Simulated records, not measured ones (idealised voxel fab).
You're looking at the process module voxel gate over fins.
The width of the displayed cross-section, cut, is 225 nm; its cells are square, with a size of 5 nm.
Notation: cross-section as square-cell grid; stated in bands, top first, going down; one or more cell rows per band. The band entry comprises the height of the band's top followed by the height of its bottom, expressed in nm, and subsequently the band's materials from left to right, each stated together with its width in nm. Where a single material is marked with the word "all across", that material fills the band from edge to edge. The word "empty" represents empty space. For the purposes of this specification, 0 denotes the height below which the wafer in its as-received condition is composed wholly of one material, and the lowermost band, lacking a lower limit, extends downward without end, as expressed in "0..down". Top row gets the first number, bottom row gets the second, and each row in between changes by the same step: that is how a band width like "30->40" works. Step marked "nothing changed"? Then no cell in the cross-section changed in it. Heads up: "Entrapped voids" only lists the empty pockets with no open path to the top that are 8 cells or more, and it writes them as width x height at distance, distance from the left edge, in nm. Note: text after step settings on the step line = simulator remark on that step. "overlay nm", when on a step's line for a step with a mask, measures how far to the right of its planned place the mask lay; a negative measure means to the left.

plan:
1. RECEIVE with material Si
2. CONFORMAL_DEP with material SiN, thk nm 5
3. PATTERN with tone cover, mask id FINS, material resist, width nm 15, pitch nm 45, thk nm 15, overlay nm 0
4. DIRECTIONAL_ETCH with etch materials SiN, depth nm 5
5. DIRECTIONAL_ETCH with etch materials Si, depth nm 30
6. STRIP with etch materials resist
7. OXIDIZE with depth nm 5
8. FILL_DEP with material SiO2, thk nm 10
9. CMP with height nm 5
10. SELECTIVE_ETCH with etch materials SiO2, depth nm 20
11. STRIP with etch materials SiN
12. CONFORMAL_DEP with material HfO2, thk nm 5
13. CONFORMAL_DEP with material TiN, thk nm 5
14. CONFORMAL_DEP with material TiAl, thk nm 5
15. CONFORMAL_DEP with material TiN, thk nm 5
16. FILL_DEP with material W, thk nm 15
17. CMP with height nm 30
18. CONFORMAL_DEP with material SiCN, thk nm 5
What sets these wafers apart? The width nm at step 3. They all start alike, and the plan carries the first wafer's value.

So this is the first of several wafers, cross-sectioned as it came to us, meaning it's at the end of step 1:
	0..down  Si all across
	Entrapped voids: none

Table: wafers, a row each; end-of-module cell change per material since receipt, gain (+), loss (-); then closed voids:
width nm 15, +69 HfO2, -287 Si, +45 SiCN, +164 SiO2, +69 TiAl, +138 TiN, +117 W, Entrapped voids: none
width nm 20, +69 HfO2, -259 Si, +45 SiCN, +148 SiO2, +69 TiAl, +129 TiN, +114 W, Entrapped voids: none
width nm 25, +69 HfO2, -231 Si, +45 SiCN, +132 SiO2, +69 TiAl, +120 TiN, +111 W, Entrapped voids: none
width nm 30, +69 HfO2, -203 Si, +45 SiCN, +116 SiO2, +60 TiAl, +120 TiN, +108 W, Entrapped voids: none
